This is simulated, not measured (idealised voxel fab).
process module | voxel ribs on slabs
cross-section cut | 290 nm wide | cells 5 nm
A cross-section is a grid of square cells, given in bands from the top down. A band is one or more rows of cells.
Each band's line starts with the height of the band's top and of its bottom, in nm. Then come its materials from left to right, each with its width in nm. One material with "throughout" fills the band from edge to edge. "air" is empty space.
Height 0 is the level under which the wafer as received is all one material. The lowest band goes on downwards, as in "0 down".
A width such as "30 to 40" changes by the same amount from each row of cells to the next, from the band's top row to its bottom row.
"no change" after a step means that no cell of the cross-section changed.
closed voids: empty space of 8 cells or more with no open way to the top, each as width x height at its distance from the left edge, in nm
after a step's settings: what the simulator itself notes on the step
overlay nm, on a step with a mask: how far to the right of its planned place the mask lay; to the left if negative
plan
1 op RECEIVE | material Si
2 op DIRECTIONAL_DEP | material SiO2 | thk nm 30
3 op DIRECTIONAL_DEP | material polySi | thk nm 20
4 op MASKED_ETCH | tone cover | mask id RIB | width nm 25 | etch materials polySi | depth nm 5 | overlay nm 0
5 op PATTERN | tone cover | mask id SLAB | material resist | width nm 55 | thk nm 15 | overlay nm 0
6 op DIRECTIONAL_ETCH | etch materials polySi | depth nm 15
7 op STRIP | etch materials resist
8 op FILL_DEP | material SiO2 | thk nm 20
9 op CMP | height nm 60
10 op DIRECTIONAL_DEP | material W | thk nm 5
11 op MASKED_ETCH | tone cover | mask id HEATER | width nm 35 | etch materials W | depth nm 5 | overlay nm 0
12 op CONFORMAL_DEP | material SiN | thk nm 5
varied across the wafers: thk nm of step 12. The plan shows the first wafer's value. All wafers start alike
first wafer as received, after step 1
  0 down: Si throughout
  closed voids: none
each wafer at the end: cells of each material gained (+) or lost (-) since it was received, then its closed voids
thk nm 5 | +60 SiN | +658 SiO2 | +7 W | +38 polySi | closed voids: none
thk nm 10 | +120 SiN | +658 SiO2 | +7 W | +38 polySi | closed voids: none
thk nm 15 | +180 SiN | +658 SiO2 | +7 W | +38 polySi | closed voids: none
thk nm 20 | +240 SiN | +658 SiO2 | +7 W | +38 polySi | closed voids: none
thk nm 25 | +300 SiN | +658 SiO2 | +7 W | +38 polySi | closed voids: none
